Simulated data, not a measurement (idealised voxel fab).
Process module under the name voxel trench capacitor
Each square cell in cross-section cut measures 5 nm, and the section as a whole is 140 nm wide.
Cross-section, as written here: a square-cell grid given band by band from the top down, where a band holds one or more rows of cells. In this notation a band is specified by the heights of its top and bottom, in that order and in nm, after which its materials appear from left to right, each paired with its width in nm. The word "all across" attached to a single material means that material fills the band from edge to edge; the word "empty" stands for empty space. Height 0 is the level under which the wafer as received is all one material. The lowest band goes on downwards, as in "0 -> down". Note: "30->40" means the width goes from the first number (top row of the band) to the second number (bottom row) in equal steps per row of cells. Basically "remained unchanged" means that step didn't change any cell in the cross-section. Heads up: "Closed void roster" only lists the empty pockets with no open path to the top that are 8 cells or more, and it writes them as width x height at distance, distance from the left edge, in nm. On each step's line, the part that comes after the settings is the simulator's own comment on the step. The setting "overlay nm" may be written on the line of a step. When the step uses a mask, the value reports how far to the right of the planned place the mask lay, and a negative value reports that it lay to the left.

### The planned process steps are enumerated hereunder
step 1: RECEIVE, material Si
step 2: CONFORMAL_DEP, material SiN, thk nm 5
step 3: PATTERN, tone open, mask id TRENCH, material resist, width nm 20, pitch nm 40, thk nm 15, overlay nm 0
step 4: DIRECTIONAL_ETCH, etch materials SiN, depth nm 10
step 5: DIRECTIONAL_ETCH, etch materials Si, depth nm 25
step 6: STRIP, etch materials resist
step 7: CONFORMAL_DEP, material SiO2, thk nm 5
step 8: FILL_DEP, material polySi, thk nm 10
step 9: CMP, height nm 10
Variable across wafers: step 2 thk nm (plan value is that of the first wafer; starting state common to all).

### first wafer as received, after step 1
0 -> down  Si all across
Closed void roster: none

### What follows is a table in which each wafer occupies a row; for the wafer as it stands at the close of the module, the row states, material by material, how many cells have been gained (+) or lost (-) since receipt, and then gives its closed voids
thk nm 5; -40 Si; +20 SiN; +52 SiO2; +24 polySi; Closed void roster: none
thk nm 10; -40 Si; +40 SiN; +32 SiO2; +24 polySi; Closed void roster: none
thk nm 15; +48 SiN; +8 SiO2; Closed void roster: none
thk nm 20; +56 SiN; Closed void roster: none
thk nm 25; +56 SiN; Closed void roster: none
